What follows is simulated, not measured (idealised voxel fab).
process module | voxel self aligned contacts
cross-section cut | 200 nm wide | cells 5 nm
A cross-section is a grid of square cells, given in bands from the top down. A band is one or more rows of cells.
Each band's line starts with the height of the band's top and of its bottom, in nm. Then come its materials from left to right, each with its width in nm. One material with "throughout" fills the band from edge to edge. "air" is empty space.
Height 0 is the level under which the wafer as received is all one material. The lowest band goes on downwards, as in "0 down".
A width such as "30 to 40" changes by the same amount from each row of cells to the next, from the band's top row to its bottom row.
"no change" after a step means that no cell of the cross-section changed.
closed voids: empty space of 8 cells or more with no open way to the top, each as width x height at its distance from the left edge, in nm
after a step's settings: what the simulator itself notes on the step
overlay nm, on a step with a mask: how far to the right of its planned place the mask lay; to the left if negative
plan
1 op RECEIVE | material Si
2 op CONFORMAL_DEP | material SiO2 | thk nm 5
3 op DIRECTIONAL_DEP | material polySi | thk nm 30
4 op DIRECTIONAL_DEP | material SiN | thk nm 20
5 op DIRECTIONAL_DEP | material aC | thk nm 15
6 op PATTERN | tone cover | mask id GATE | material resist | width nm 35 | pitch nm 60 | thk nm 35 | overlay nm 0
7 op DIRECTIONAL_ETCH | etch materials aC | depth nm 15
8 op STRIP | etch materials resist
9 op DIRECTIONAL_ETCH | etch materials SiN | depth nm 20
10 op DIRECTIONAL_ETCH | etch materials polySi | depth nm 30
11 op STRIP | etch materials aC
12 op CONFORMAL_DEP | material SiN | thk nm 5
13 op DIRECTIONAL_ETCH | etch materials SiN | depth nm 5
14 op FILL_DEP | material SiO2 | thk nm 15
15 op CMP | height nm 60
16 op MASKED_ETCH | tone open | mask id CONTACT | width nm 45 | pitch nm 60 | etch materials SiO2 | depth nm 60 | overlay nm 0
17 op CONFORMAL_DEP | material TiN | thk nm 5
18 op FILL_DEP | material Ru | thk nm 10
19 op CMP | height nm 60
20 op CONFORMAL_DEP | material SiCN | thk nm 5
as received, after step 1
  0 down: Si throughout
  closed voids: none
a wafer at the end: this start, this plan, one mistake
  65 to 60: SiCN throughout
  60 to 55: SiO2 50 | TiN 15 | Ru 5 | TiN 20 | SiO2 20 | TiN 15 | Ru 5 | TiN 20 | SiO2 50
  55 to 35: SiO2 15 | SiN 45 | TiN 5 | Ru 5 | TiN 5 | SiN 45 | TiN 5 | Ru 5 | TiN 5 | SiN 45 | SiO2 20
  35 to 5: SiO2 15 | SiN 5 | polySi 35 | SiN 5 | TiN 5 | Ru 5 | TiN 5 | SiN 5 | polySi 35 | SiN 5 | TiN 5 | Ru 5 | TiN 5 | SiN 5 | polySi 35 | SiN 5 | SiO2 20
  5 to 0: SiO2 60 | TiN 15 | SiO2 45 | TiN 15 | SiO2 65
  0 down: Si throughout
  closed voids: none
what went wrong: step 16 ran as: op MASKED_ETCH | tone open | mask id CONTACT | width nm 40 | pitch nm 60 | etch materials SiO2 | depth nm 60 | overlay nm 0
